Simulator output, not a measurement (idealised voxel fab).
process module | voxel self aligned contacts
cross-section cut | 170 nm wide | cells 5 nm
A cross-section is a grid of square cells, given in bands from the top down. A band is one or more rows of cells.
Each band's line starts with the height of the band's top and of its bottom, in nm. Then come its materials from left to right, each with its width in nm. One material with "throughout" fills the band from edge to edge. "air" is empty space.
Height 0 is the level under which the wafer as received is all one material. The lowest band goes on downwards, as in "0 down".
A width such as "30 to 40" changes by the same amount from each row of cells to the next, from the band's top row to its bottom row.
"no change" after a step means that no cell of the cross-section changed.
closed voids: empty space of 8 cells or more with no open way to the top, each as width x height at its distance from the left edge, in nm
after a step's settings: what the simulator itself notes on the step
overlay nm, on a step with a mask: how far to the right of its planned place the mask lay; to the left if negative
plan
1 op RECEIVE | material Si
2 op CONFORMAL_DEP | material SiO2 | thk nm 5
3 op DIRECTIONAL_DEP | material polySi | thk nm 30
4 op DIRECTIONAL_DEP | material SiN | thk nm 15
5 op MASKED_ETCH | tone cover | mask id GATE | width nm 25 | pitch nm 50 | etch materials SiN | depth nm 15 | overlay nm 0
6 op MASKED_ETCH | tone cover | mask id GATE | width nm 25 | pitch nm 50 | etch materials polySi | depth nm 30 | overlay nm 0
7 op CONFORMAL_DEP | material SiN | thk nm 5
8 op DIRECTIONAL_ETCH | etch materials SiN | depth nm 5
9 op FILL_DEP | material SiO2 | thk nm 15
10 op CMP | height nm 60
11 op DIRECTIONAL_DEP | material aC | thk nm 10
12 op PATTERN | tone open | mask id CONTACT | material resist | width nm 35 | pitch nm 50 | thk nm 30 | overlay nm 0
13 op DIRECTIONAL_ETCH | etch materials aC | depth nm 10
14 op STRIP | etch materials resist
15 op DIRECTIONAL_ETCH | etch materials SiO2 | depth nm 60
16 op STRIP | etch materials aC
17 op CONFORMAL_DEP | material TiN | thk nm 5
18 op FILL_DEP | material Ru | thk nm 5
19 op CMP | height nm 60
20 op CONFORMAL_DEP | material SiCN | thk nm 5
first wafer, as planned
as received, after step 1
  0 down: Si throughout
  closed voids: none
after step 2
  5 to 0: SiO2 throughout
  below 0: unchanged
after step 3
  35 to 5: polySi throughout
  below 5: unchanged
after step 4
  50 to 35: SiN throughout
  below 35: unchanged
after step 5
  50 to 35: air 20 | SiN 25 | air 25 | SiN 25 | air 25 | SiN 25 | air 25
  below 35: unchanged
after step 6
  50 to 35: air 20 | SiN 25 | air 25 | SiN 25 | air 25 | SiN 25 | air 25
  35 to 5: air 20 | polySi 25 | air 25 | polySi 25 | air 25 | polySi 25 | air 25
  below 5: unchanged
after step 7
  55 to 35: air 15 | SiN 35 | air 15 | SiN 35 | air 15 | SiN 35 | air 20
  35 to 10: air 15 | SiN 5 | polySi 25 | SiN 5 | air 15 | SiN 5 | polySi 25 | SiN 5 | air 15 | SiN 5 | polySi 25 | SiN 5 | air 20
  10 to 5: SiN 20 | polySi 25 | SiN 25 | polySi 25 | SiN 25 | polySi 25 | SiN 25
  below 5: unchanged
after step 8
  50 to 35: air 15 | SiN 35 | air 15 | SiN 35 | air 15 | SiN 35 | air 20
  35 to 5: air 15 | SiN 5 | polySi 25 | SiN 5 | air 15 | SiN 5 | polySi 25 | SiN 5 | air 15 | SiN 5 | polySi 25 | SiN 5 | air 20
  below 5: unchanged
after step 9
  65 to 50: SiO2 throughout
  50 to 35: SiO2 15 | SiN 35 | SiO2 15 | SiN 35 | SiO2 15 | SiN 35 | SiO2 20
  35 to 5: SiO2 15 | SiN 5 | polySi 25 | SiN 5 | SiO2 15 | SiN 5 | polySi 25 | SiN 5 | SiO2 15 | SiN 5 | polySi 25 | SiN 5 | SiO2 20
  below 5: unchanged
after step 10
  60 to 50: SiO2 throughout
  below 50: unchanged
after step 11
  70 to 60: aC throughout
  below 60: unchanged
after step 12
  100 to 70: resist 40 | air 35 | resist 15 | air 35 | resist 45
  below 70: unchanged
after step 13
  90 to 70: resist 40 | air 35 | resist 15 | air 35 | resist 45
  70 to 60: aC 40 | air 35 | aC 15 | air 35 | aC 45
  below 60: unchanged
after step 14
  70 to 60: aC 40 | air 35 | aC 15 | air 35 | aC 45
  below 60: unchanged
after step 15
  70 to 60: aC 40 | air 35 | aC 15 | air 35 | aC 45
  60 to 50: SiO2 40 | air 35 | SiO2 15 | air 35 | SiO2 45
  50 to 35: SiO2 15 | SiN 35 | air 15 | SiN 35 | air 15 | SiN 35 | SiO2 20
  35 to 5: SiO2 15 | SiN 5 | polySi 25 | SiN 5 | air 15 | SiN 5 | polySi 25 | SiN 5 | air 15 | SiN 5 | polySi 25 | SiN 5 | SiO2 20
  5 to 0: SiO2 50 | air 15 | SiO2 35 | air 15 | SiO2 55
  below 0: unchanged
after step 16
  60 to 50: SiO2 40 | air 35 | SiO2 15 | air 35 | SiO2 45
  below 50: unchanged
after step 17
  65 to 60: TiN 45 | air 25 | TiN 25 | air 25 | TiN 50
  60 to 50: SiO2 40 | TiN 5 to 15 | air 25 to 5 | TiN 5 to 15 | SiO2 15 | TiN 5 to 15 | air 25 to 5 | TiN 5 to 15 | SiO2 45
  50 to 35: SiO2 15 | SiN 35 | TiN 5 | air 5 | TiN 5 | SiN 35 | TiN 5 | air 5 | TiN 5 | SiN 35 | SiO2 20
  35 to 5: SiO2 15 | SiN 5 | polySi 25 | SiN 5 | TiN 5 | air 5 | TiN 5 | SiN 5 | polySi 25 | SiN 5 | TiN 5 | air 5 | TiN 5 | SiN 5 | polySi 25 | SiN 5 | SiO2 20
  5 to 0: SiO2 50 | TiN 15 | SiO2 35 | TiN 15 | SiO2 55
  below 0: unchanged
after step 18
  70 to 65: Ru throughout
  65 to 60: TiN 45 | Ru 25 | TiN 25 | Ru 25 | TiN 50
  60 to 50: SiO2 40 | TiN 5 to 15 | Ru 25 to 5 | TiN 5 to 15 | SiO2 15 | TiN 5 to 15 | Ru 25 to 5 | TiN 5 to 15 | SiO2 45
  50 to 35: SiO2 15 | SiN 35 | TiN 5 | Ru 5 | TiN 5 | SiN 35 | TiN 5 | Ru 5 | TiN 5 | SiN 35 | SiO2 20
  35 to 5: SiO2 15 | SiN 5 | polySi 25 | SiN 5 | TiN 5 | Ru 5 | TiN 5 | SiN 5 | polySi 25 | SiN 5 | TiN 5 | Ru 5 | TiN 5 | SiN 5 | polySi 25 | SiN 5 | SiO2 20
  below 5: unchanged
after step 19
  60 to 50: SiO2 40 | TiN 5 to 15 | Ru 25 to 5 | TiN 5 to 15 | SiO2 15 | TiN 5 to 15 | Ru 25 to 5 | TiN 5 to 15 | SiO2 45
  below 50: unchanged
after step 20
  65 to 60: SiCN throughout
  below 60: unchanged
second wafer: like start, like plan, one mistake. Through step 2 it matches the first wafer
when step 3 should have ended
  65 to 5: polySi throughout
  below 5: unchanged
when step 4 should have ended
  80 to 65: SiN throughout
  below 65: unchanged
when step 5 should have ended
  80 to 65: air 20 | SiN 25 | air 25 | SiN 25 | air 25 | SiN 25 | air 25
  below 65: unchanged
when step 6 should have ended
  80 to 65: air 20 | SiN 25 | air 25 | SiN 25 | air 25 | SiN 25 | air 25
  65 to 35: air 20 | polySi 25 | air 25 | polySi 25 | air 25 | polySi 25 | air 25
  below 35: unchanged
when step 7 should have ended
  85 to 65: air 15 | SiN 35 | air 15 | SiN 35 | air 15 | SiN 35 | air 20
  65 to 40: air 15 | SiN 5 | polySi 25 | SiN 5 | air 15 | SiN 5 | polySi 25 | SiN 5 | air 15 | SiN 5 | polySi 25 | SiN 5 | air 20
  40 to 35: SiN 20 | polySi 25 | SiN 25 | polySi 25 | SiN 25 | polySi 25 | SiN 25
  below 35: unchanged
when step 8 should have ended
  80 to 65: air 15 | SiN 35 | air 15 | SiN 35 | air 15 | SiN 35 | air 20
  65 to 35: air 15 | SiN 5 | polySi 25 | SiN 5 | air 15 | SiN 5 | polySi 25 | SiN 5 | air 15 | SiN 5 | polySi 25 | SiN 5 | air 20
  below 35: unchanged
when step 9 should have ended
  95 to 80: SiO2 throughout
  80 to 65: SiO2 15 | SiN 35 | SiO2 15 | SiN 35 | SiO2 15 | SiN 35 | SiO2 20
  65 to 35: SiO2 15 | SiN 5 | polySi 25 | SiN 5 | SiO2 15 | SiN 5 | polySi 25 | SiN 5 | SiO2 15 | SiN 5 | polySi 25 | SiN 5 | SiO2 20
  below 35: unchanged
when step 10 should have ended
  60 to 35: SiO2 15 | SiN 5 | polySi 25 | SiN 5 | SiO2 15 | SiN 5 | polySi 25 | SiN 5 | SiO2 15 | SiN 5 | polySi 25 | SiN 5 | SiO2 20
  below 35: unchanged
when step 11 should have ended
  70 to 60: aC throughout
  below 60: unchanged
when step 12 should have ended
  100 to 70: resist 40 | air 35 | resist 15 | air 35 | resist 45
  below 70: unchanged
when step 13 should have ended
  90 to 70: resist 40 | air 35 | resist 15 | air 35 | resist 45
  70 to 60: aC 40 | air 35 | aC 15 | air 35 | aC 45
  below 60: unchanged
when step 14 should have ended
  70 to 60: aC 40 | air 35 | aC 15 | air 35 | aC 45
  below 60: unchanged
when step 15 should have ended
  70 to 60: aC 40 | air 35 | aC 15 | air 35 | aC 45
  60 to 35: SiO2 15 | SiN 5 | polySi 25 | SiN 5 | air 15 | SiN 5 | polySi 25 | SiN 5 | air 15 | SiN 5 | polySi 25 | SiN 5 | SiO2 20
  below 35: unchanged
when step 16 should have ended
  60 to 35: SiO2 15 | SiN 5 | polySi 25 | SiN 5 | air 15 | SiN 5 | polySi 25 | SiN 5 | air 15 | SiN 5 | polySi 25 | SiN 5 | SiO2 20
  below 35: unchanged
when step 17 should have ended
  65 to 60: TiN 55 | air 5 | TiN 45 | air 5 | TiN 60
  60 to 40: SiO2 15 | SiN 5 | polySi 25 | SiN 5 | TiN 5 | air 5 | TiN 5 | SiN 5 | polySi 25 | SiN 5 | TiN 5 | air 5 | TiN 5 | SiN 5 | polySi 25 | SiN 5 | SiO2 20
  40 to 35: SiO2 15 | SiN 5 | polySi 25 | SiN 5 | TiN 15 | SiN 5 | polySi 25 | SiN 5 | TiN 15 | SiN 5 | polySi 25 | SiN 5 | SiO2 20
  below 35: unchanged
when step 18 should have ended
  70 to 65: Ru throughout
  65 to 60: TiN 55 | Ru 5 | TiN 45 | Ru 5 | TiN 60
  60 to 40: SiO2 15 | SiN 5 | polySi 25 | SiN 5 | TiN 5 | Ru 5 | TiN 5 | SiN 5 | polySi 25 | SiN 5 | TiN 5 | Ru 5 | TiN 5 | SiN 5 | polySi 25 | SiN 5 | SiO2 20
  below 40: unchanged
when step 19 should have ended
  60 to 40: SiO2 15 | SiN 5 | polySi 25 | SiN 5 | TiN 5 | Ru 5 | TiN 5 | SiN 5 | polySi 25 | SiN 5 | TiN 5 | Ru 5 | TiN 5 | SiN 5 | polySi 25 | SiN 5 | SiO2 20
  below 40: unchanged
when step 20 should have ended
  65 to 60: SiCN throughout
  below 60: unchanged
what went wrong: step 3 was run twice
at the end the second wafer has, in cells: 22 fewer of Ru | 69 fewer of SiN | 62 fewer of SiO2 | 36 fewer of TiN | 189 more of polySi
